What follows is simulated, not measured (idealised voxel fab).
The following process module bears the name voxel self aligned contacts.
This is section cut - it's 265 nm across, gridded in 5 nm square cells.
This document writes a cross-section as a grid whose cells are square, and gives it as bands, listed from the top down; one or more rows of cells form a band. Per band: top height and bottom height in nm, followed by the left-to-right materials and their widths in nm; "everywhere" marks a single material spanning edge to edge, "empty" marks empty space. It should be noted that heights are counted from 0, beneath which the wafer as supplied is of one material throughout, and that the lowest band possesses no lower boundary but continues downward, as written in "0..down". Per-row width for "30->40": begins at first number (top row of band), ends at second number (bottom row), increment between rows held constant. You'll sometimes find "no modification" written for a step, and that's the way of saying that nowhere in the cross-section did a cell change during that step. If an empty space has no open way to the top and is at least 8 cells in size, "Internal closed voids" lists it, written width x height at distance, where distance is measured from the left edge and every value is in nm. Text after the settings on a step's line: the simulator's own remark on that step. On any step carrying a mask, the "overlay nm" setting, if present on the step's line, tells how far right of its planned place the mask lay; negative values point to the left.

THE STEPS PLANNED FOR THE PROCESS ARE AS FOLLOWS
step 1: RECEIVE [material Si]
step 2: CONFORMAL_DEP [material SiO2] [thk nm 5]
step 3: DIRECTIONAL_DEP [material polySi] [thk nm 30]
step 4: DIRECTIONAL_DEP [material SiN] [thk nm 15]
step 5: DIRECTIONAL_DEP [material aC] [thk nm 15]
step 6: PATTERN [tone cover] [mask id GATE] [material resist] [width nm 25] [pitch nm 50] [thk nm 30] [overlay nm 0]
step 7: DIRECTIONAL_ETCH [etch materials aC] [depth nm 15]
step 8: STRIP [etch materials resist]
step 9: DIRECTIONAL_ETCH [etch materials SiN] [depth nm 15]
step 10: DIRECTIONAL_ETCH [etch materials polySi] [depth nm 30]
step 11: STRIP [etch materials aC]
step 12: CONFORMAL_DEP [material SiN] [thk nm 5]
step 13: DIRECTIONAL_ETCH [etch materials SiN] [depth nm 5]
step 14: FILL_DEP [material SiO2] [thk nm 15]
step 15: CMP [height nm 55]
step 16: DIRECTIONAL_DEP [material aC] [thk nm 10]
step 17: PATTERN [tone open] [mask id CONTACT] [material resist] [width nm 35] [thk nm 30] [overlay nm 0]
step 18: DIRECTIONAL_ETCH [etch materials aC] [depth nm 10]
step 19: STRIP [etch materials resist]
step 20: DIRECTIONAL_ETCH [etch materials SiO2] [depth nm 55]
step 21: STRIP [etch materials aC]
step 22: CONFORMAL_DEP [material TiN] [thk nm 5]
step 23: FILL_DEP [material W] [thk nm 5]
step 24: CMP [height nm 55]
step 25: CONFORMAL_DEP [material SiN] [thk nm 5]

INCOMING WAFER, CROSS-SECTIONAL VIEW, POST STEP 1
	0..down: Si everywhere
	Internal closed voids: none

FIRST OF TWO WAFERS, END-OF-MODULE SECTION, RUN FOLLOWED PLAN
	60..55: SiN everywhere
	55..50: SiO2 (115), TiN (15), W (5), TiN (15), SiO2 (115)
	50..35: SiO2 (90), SiN (35), TiN (5), W (5), TiN (5), SiN (35), SiO2 (90)
	35..5: SiO2 (90), SiN (5), polySi (25), SiN (5), TiN (5), W (5), TiN (5), SiN (5), polySi (25), SiN (5), SiO2 (90)
	5..0: SiO2 (125), TiN (15), SiO2 (125)
	0..down: Si everywhere
	Internal closed voids: none

CROSS-SECTION OF THE LATTER OF THE TWO WAFERS AT MODULE COMPLETION. IT HAD AN IDENTICAL START AND AN IDENTICAL PLAN TO THE FORMER; IN RUNNING IT, ONE MISTAKE WAS MADE
	60..55: SiN everywhere
	55..50: SiO2 (115), TiN (15), W (5), TiN (15), SiO2 (115)
	50..25: SiO2 (90), SiN (5), polySi (25), SiN (5), TiN (5), W (5), TiN (5), SiN (5), polySi (25), SiN (5), SiO2 (90)
	25..20: SiO2 (90), SiN (5), polySi (25), SiN (5), TiN (15), SiN (5), polySi (25), SiN (5), SiO2 (90)
	20..5: SiN everywhere
	5..0: SiO2 everywhere
	0..down: Si everywhere
	Internal closed voids: none
Here's what went sideways: steps 3 and 4 swapped
Materials where the second wafer ends with more or fewer cells than the first: 117 more of SiN; 105 fewer of SiO2; 8 fewer of TiN; 4 fewer of W
